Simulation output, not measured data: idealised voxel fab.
process module | voxel self aligned contacts
cross-section cut | 180 nm wide | cells 5 nm
A cross-section is a grid of square cells, given in bands from the top down. A band is one or more rows of cells.
Each band's line starts with the height of the band's top and of its bottom, in nm. Then come its materials from left to right, each with its width in nm. One material with "throughout" fills the band from edge to edge. "air" is empty space.
Height 0 is the level under which the wafer as received is all one material. The lowest band goes on downwards, as in "0 down".
A width such as "30 to 40" changes by the same amount from each row of cells to the next, from the band's top row to its bottom row.
"no change" after a step means that no cell of the cross-section changed.
closed voids: empty space of 8 cells or more with no open way to the top, each as width x height at its distance from the left edge, in nm
after a step's settings: what the simulator itself notes on the step
overlay nm, on a step with a mask: how far to the right of its planned place the mask lay; to the left if negative
plan
1 op RECEIVE | material Si
2 op CONFORMAL_DEP | material SiO2 | thk nm 5
3 op DIRECTIONAL_DEP | material polySi | thk nm 25
4 op DIRECTIONAL_DEP | material SiN | thk nm 20
5 op PATTERN | tone cover | mask id GATE | material resist | width nm 35 | pitch nm 70 | thk nm 15 | overlay nm 0
6 op DIRECTIONAL_ETCH | etch materials SiN | depth nm 20
7 op DIRECTIONAL_ETCH | etch materials polySi | depth nm 25
8 op STRIP | etch materials resist
9 op CONFORMAL_DEP | material SiN | thk nm 5
10 op DIRECTIONAL_ETCH | etch materials SiN | depth nm 5
11 op FILL_DEP | material SiO2 | thk nm 15
12 op CMP | height nm 60
13 op MASKED_ETCH | tone open | mask id CONTACT | width nm 55 | etch materials SiO2 | depth nm 60 | overlay nm 0
14 op CONFORMAL_DEP | material TiN | thk nm 5
15 op FILL_DEP | material W | thk nm 5
16 op CMP | height nm 60
17 op CONFORMAL_DEP | material SiN | thk nm 5
first wafer, as planned
as received, after step 1
  0 down: Si throughout
  closed voids: none
after step 2
  5 to 0: SiO2 throughout
  below 0: unchanged
after step 3
  30 to 5: polySi throughout
  below 5: unchanged
after step 4
  50 to 30: SiN throughout
  below 30: unchanged
after step 5
  65 to 50: air 35 | resist 35 | air 35 | resist 35 | air 40
  below 50: unchanged
after step 6
  65 to 50: air 35 | resist 35 | air 35 | resist 35 | air 40
  50 to 30: air 35 | SiN 35 | air 35 | SiN 35 | air 40
  below 30: unchanged
after step 7
  65 to 50: air 35 | resist 35 | air 35 | resist 35 | air 40
  50 to 30: air 35 | SiN 35 | air 35 | SiN 35 | air 40
  30 to 5: air 35 | polySi 35 | air 35 | polySi 35 | air 40
  below 5: unchanged
after step 8
  50 to 30: air 35 | SiN 35 | air 35 | SiN 35 | air 40
  below 30: unchanged
after step 9
  55 to 30: air 30 | SiN 45 | air 25 | SiN 45 | air 35
  30 to 10: air 30 | SiN 5 | polySi 35 | SiN 5 | air 25 | SiN 5 | polySi 35 | SiN 5 | air 35
  10 to 5: SiN 35 | polySi 35 | SiN 35 | polySi 35 | SiN 40
  below 5: unchanged
after step 10
  50 to 30: air 30 | SiN 45 | air 25 | SiN 45 | air 35
  30 to 5: air 30 | SiN 5 | polySi 35 | SiN 5 | air 25 | SiN 5 | polySi 35 | SiN 5 | air 35
  below 5: unchanged
after step 11
  65 to 50: SiO2 throughout
  50 to 30: SiO2 30 | SiN 45 | SiO2 25 | SiN 45 | SiO2 35
  30 to 5: SiO2 30 | SiN 5 | polySi 35 | SiN 5 | SiO2 25 | SiN 5 | polySi 35 | SiN 5 | SiO2 35
  below 5: unchanged
after step 12
  60 to 50: SiO2 throughout
  below 50: unchanged
after step 13
  60 to 50: SiO2 60 | air 55 | SiO2 65
  50 to 30: SiO2 30 | SiN 45 | air 25 | SiN 45 | SiO2 35
  30 to 5: SiO2 30 | SiN 5 | polySi 35 | SiN 5 | air 25 | SiN 5 | polySi 35 | SiN 5 | SiO2 35
  5 to 0: SiO2 75 | air 25 | SiO2 80
  below 0: unchanged
after step 14
  65 to 60: TiN 65 | air 45 | TiN 70
  60 to 50: SiO2 60 | TiN 5 to 20 | air 45 to 15 | TiN 5 to 20 | SiO2 65
  50 to 30: SiO2 30 | SiN 45 | TiN 5 | air 15 | TiN 5 | SiN 45 | SiO2 35
  30 to 5: SiO2 30 | SiN 5 | polySi 35 | SiN 5 | TiN 5 | air 15 | TiN 5 | SiN 5 | polySi 35 | SiN 5 | SiO2 35
  5 to 0: SiO2 75 | TiN 25 | SiO2 80
  below 0: unchanged
after step 15
  70 to 65: W throughout
  65 to 60: TiN 65 | W 45 | TiN 70
  60 to 50: SiO2 60 | TiN 5 to 20 | W 45 to 15 | TiN 5 to 20 | SiO2 65
  50 to 30: SiO2 30 | SiN 45 | TiN 5 | W 15 | TiN 5 | SiN 45 | SiO2 35
  30 to 5: SiO2 30 | SiN 5 | polySi 35 | SiN 5 | TiN 5 | W 15 | TiN 5 | SiN 5 | polySi 35 | SiN 5 | SiO2 35
  below 5: unchanged
after step 16
  60 to 50: SiO2 60 | TiN 5 to 20 | W 45 to 15 | TiN 5 to 20 | SiO2 65
  below 50: unchanged
after step 17
  65 to 60: SiN throughout
  below 60: unchanged
second wafer: like start, like plan, one mistake. Through step 12 it matches the first wafer
when step 13 should have ended
  60 to 50: air 60 | SiO2 55 | air 65
  50 to 30: air 30 | SiN 45 | SiO2 25 | SiN 45 | air 35
  30 to 5: air 30 | SiN 5 | polySi 35 | SiN 5 | SiO2 25 | SiN 5 | polySi 35 | SiN 5 | air 35
  5 to 0: air 30 | SiO2 115 | air 35
  below 0: unchanged
when step 14 should have ended
  65 to 60: air 55 | TiN 65 | air 60
  60 to 50: air 55 to 25 | TiN 5 to 35 | SiO2 55 | TiN 5 to 35 | air 60 to 30
  50 to 30: air 25 | TiN 5 | SiN 45 | SiO2 25 | SiN 45 | TiN 5 | air 30
  30 to 5: air 25 | TiN 5 | SiN 5 | polySi 35 | SiN 5 | SiO2 25 | SiN 5 | polySi 35 | SiN 5 | TiN 5 | air 30
  5 to 0: TiN 30 | SiO2 115 | TiN 35
  below 0: unchanged
when step 15 should have ended
  70 to 65: W throughout
  65 to 60: W 55 | TiN 65 | W 60
  60 to 50: W 55 to 25 | TiN 5 to 35 | SiO2 55 | TiN 5 to 35 | W 60 to 30
  50 to 30: W 25 | TiN 5 | SiN 45 | SiO2 25 | SiN 45 | TiN 5 | W 30
  30 to 5: W 25 | TiN 5 | SiN 5 | polySi 35 | SiN 5 | SiO2 25 | SiN 5 | polySi 35 | SiN 5 | TiN 5 | W 30
  below 5: unchanged
when step 16 should have ended
  60 to 50: W 55 to 25 | TiN 5 to 35 | SiO2 55 | TiN 5 to 35 | W 60 to 30
  below 50: unchanged
when step 17 should have ended
  65 to 60: SiN throughout
  below 60: unchanged
what went wrong: step 13 ran as: op MASKED_ETCH | tone cover | mask id CONTACT | width nm 55 | etch materials SiO2 | depth nm 60 | overlay nm 0
at the end the second wafer has, in cells: 108 fewer of SiO2 | 14 more of TiN | 94 more of W
